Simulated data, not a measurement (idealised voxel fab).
process module | voxel wiring stack
cross-section cut | 155 nm wide | cells 5 nm
A cross-section is a grid of square cells, given in bands from the top down. A band is one or more rows of cells.
Each band's line starts with the height of the band's top and of its bottom, in nm. Then come its materials from left to right, each with its width in nm. One material with "throughout" fills the band from edge to edge. "air" is empty space.
Height 0 is the level under which the wafer as received is all one material. The lowest band goes on downwards, as in "0 down".
A width such as "30 to 40" changes by the same amount from each row of cells to the next, from the band's top row to its bottom row.
"no change" after a step means that no cell of the cross-section changed.
closed voids: empty space of 8 cells or more with no open way to the top, each as width x height at its distance from the left edge, in nm
after a step's settings: what the simulator itself notes on the step
overlay nm, on a step with a mask: how far to the right of its planned place the mask lay; to the left if negative
plan
1 op RECEIVE | material Si
2 op CONFORMAL_DEP | material SiO2 | thk nm 10
3 op DIRECTIONAL_DEP | material TiN | thk nm 5
4 op DIRECTIONAL_DEP | material Ru | thk nm 25
5 op DIRECTIONAL_DEP | material aC | thk nm 15
6 op PATTERN | tone cover | mask id METAL_1 | material resist | width nm 20 | pitch nm 50 | thk nm 35 | overlay nm 0
7 op DIRECTIONAL_ETCH | etch materials aC | depth nm 15
8 op STRIP | etch materials resist
9 op DIRECTIONAL_ETCH | etch materials Ru | depth nm 25
10 op DIRECTIONAL_ETCH | etch materials TiN | depth nm 5
11 op STRIP | etch materials aC
12 op CONFORMAL_DEP | material SiCN | thk nm 5
13 op FILL_DEP | material SiO2 | thk nm 10
14 op CMP | height nm 40
15 op CONFORMAL_DEP | material SiCN | thk nm 5
16 op DIRECTIONAL_DEP | material SiO2 | thk nm 30
17 op MASKED_ETCH | tone open | mask id METAL_2 | width nm 20 | pitch nm 50 | etch materials SiO2 | depth nm 20 | overlay nm 0
18 op PATTERN | tone open | mask id METAL_2_HOLES | material resist | width nm 15 | pitch nm 100 | thk nm 20 | overlay nm 0
19 op DIRECTIONAL_ETCH | etch materials SiO2 | depth nm 10
20 op DIRECTIONAL_ETCH | etch materials SiCN | depth nm 5
21 op STRIP | etch materials resist
22 op CONFORMAL_DEP | material TiN | thk nm 5
23 op FILL_DEP | material Cu | thk nm 10
24 op CMP | height nm 75
25 op CONFORMAL_DEP | material SiCN | thk nm 5
as received, after step 1
  0 down: Si throughout
  closed voids: none
first wafer at the end, as planned
  80 to 75: SiCN throughout
  75 to 60: SiO2 15 | TiN 5 | Cu 10 | TiN 5 | SiO2 30 | TiN 5 | Cu 10 | TiN 5 | SiO2 30 | TiN 5 | Cu 10 | TiN 5 | SiO2 20
  60 to 55: SiO2 15 | TiN 5 | Cu 5 | TiN 10 | SiO2 30 | TiN 20 | SiO2 30 | TiN 5 | Cu 5 | TiN 10 | SiO2 20
  55 to 45: SiO2 15 | TiN 5 | Cu 5 | TiN 5 | SiO2 85 | TiN 5 | Cu 5 | TiN 5 | SiO2 25
  45 to 40: SiCN 15 | TiN 15 | SiCN 85 | TiN 15 | SiCN 25
  40 to 15: SiO2 10 | SiCN 5 | Ru 20 | SiCN 5 | SiO2 20 | SiCN 5 | Ru 20 | SiCN 5 | SiO2 20 | SiCN 5 | Ru 20 | SiCN 5 | SiO2 15
  15 to 10: SiCN 15 | TiN 20 | SiCN 30 | TiN 20 | SiCN 30 | TiN 20 | SiCN 20
  10 to 0: SiO2 throughout
  0 down: Si throughout
  closed voids: none
second wafer at the end: like start, like plan, one mistake
  80 to 75: SiCN throughout
  75 to 60: SiO2 15 | TiN 5 | Cu 10 | TiN 5 | SiO2 30 | TiN 5 | Cu 10 | TiN 5 | SiO2 30 | TiN 5 | Cu 10 | TiN 5 | SiO2 20
  60 to 55: SiO2 15 | TiN 5 | Cu 5 | TiN 10 | SiO2 30 | TiN 20 | SiO2 30 | TiN 5 | Cu 5 | TiN 10 | SiO2 20
  55 to 45: SiO2 15 | TiN 5 | Cu 5 | TiN 5 | SiO2 85 | TiN 5 | Cu 5 | TiN 5 | SiO2 25
  45 to 40: SiCN 15 | TiN 15 | SiCN 85 | TiN 15 | SiCN 25
  40 to 20: SiO2 10 | SiCN 5 | Ru 20 | SiCN 5 | SiO2 20 | SiCN 5 | Ru 20 | SiCN 5 | SiO2 20 | SiCN 5 | Ru 20 | SiCN 5 | SiO2 15
  20 to 15: SiCN 15 | Ru 20 | SiCN 30 | Ru 20 | SiCN 30 | Ru 20 | SiCN 20
  15 to 5: SiO2 throughout
  5 to 0: TiN throughout
  0 down: Si throughout
  closed voids: none
what went wrong: steps 2 and 3 were swapped
at the end the second wafer has, in cells: 6 fewer of SiCN | 13 fewer of SiO2 | 19 more of TiN
